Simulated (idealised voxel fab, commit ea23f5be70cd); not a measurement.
process module | voxel air gaps
cross-section cut | 245 nm wide | cells 5 nm
A cross-section is a grid of square cells, given in bands from the top down. A band is one or more rows of cells.
Each band's line starts with the height of the band's top and of its bottom, in nm. Then come its materials from left to right, each with its width in nm. One material with "throughout" fills the band from edge to edge. "air" is empty space.
Height 0 is the level under which the wafer as received is all one material. The lowest band goes on downwards, as in "0 down".
A width such as "30 to 40" changes by the same amount from each row of cells to the next, from the band's top row to its bottom row.
"no change" after a step means that no cell of the cross-section changed.
closed voids: empty space of 8 cells or more with no open way to the top, each as width x height at its distance from the left edge, in nm
after a step's settings: what the simulator itself notes on the step
overlay nm, on a step with a mask: how far to the right of its planned place the mask lay; to the left if negative
plan
1 op RECEIVE | material Si
2 op CONFORMAL_DEP | material SiO2 | thk nm 10
3 op CONFORMAL_DEP | material SiCN | thk nm 5
4 op DIRECTIONAL_DEP | material SiO2 | thk nm 40
5 op DIRECTIONAL_DEP | material aC | thk nm 15
6 op PATTERN | tone open | mask id LINES | material resist | width nm 25 | pitch nm 55 | thk nm 30 | overlay nm 0
7 op DIRECTIONAL_ETCH | etch materials aC | depth nm 15
8 op STRIP | etch materials resist
9 op DIRECTIONAL_ETCH | etch materials SiO2 | depth nm 40
10 op STRIP | etch materials aC
11 op CONFORMAL_DEP | material TiN | thk nm 5
12 op FILL_DEP | material W | thk nm 10
13 op CMP | height nm 55
14 op EPI | material Ru | thk nm 10
15 op SELECTIVE_ETCH | etch materials SiO2 | depth nm 50
16 op CONFORMAL_DEP | material SiCN | thk nm 5
as received, after step 1
  0 down: Si throughout
  closed voids: none
a wafer at the end: this start, this plan, one mistake
  70 to 65: air 10 | SiCN 220 | air 15
  65 to 55: air 10 | SiCN 5 | Ru 45 | SiCN 10 | Ru 45 | SiCN 10 | Ru 45 | SiCN 10 | Ru 45 | SiCN 5 | air 15
  55 to 50: air 10 | SiCN 15 | TiN 5 | W 15 | TiN 5 | SiCN 30 | TiN 5 | W 15 | TiN 5 | SiCN 30 | TiN 5 | W 15 | TiN 5 | SiCN 30 | TiN 5 | W 15 | TiN 5 | SiCN 15 | air 15
  50 to 20: air 20 | SiCN 5 | TiN 5 | W 15 | TiN 5 | SiCN 5 | air 20 | SiCN 5 | TiN 5 | W 15 | TiN 5 | SiCN 5 | air 20 | SiCN 5 | TiN 5 | W 15 | TiN 5 | SiCN 5 | air 20 | SiCN 5 | TiN 5 | W 15 | TiN 5 | SiCN 5 | air 25
  20 to 15: air 20 | SiCN 5 | TiN 25 | SiCN 5 | air 20 | SiCN 5 | TiN 25 | SiCN 5 | air 20 | SiCN 5 | TiN 25 | SiCN 5 | air 20 | SiCN 5 | TiN 25 | SiCN 5 | air 25
  15 to 10: air 20 | SiCN 15 | SiO2 5 | SiCN 15 | air 20 | SiCN 15 | SiO2 5 | SiCN 15 | air 20 | SiCN 15 | SiO2 5 | SiCN 15 | air 20 | SiCN 15 | SiO2 5 | SiCN 15 | air 25
  10 to 5: SiCN 35 | SiO2 5 | SiCN 50 | SiO2 5 | SiCN 50 | SiO2 5 | SiCN 50 | SiO2 5 | SiCN 40
  5 to 0: SiO2 throughout
  0 down: Si throughout
  closed voids: 20 x 40 at 55; 20 x 40 at 110; 20 x 40 at 165
what went wrong: step 3 ran as: op CONFORMAL_DEP | material SiO2 | thk nm 5
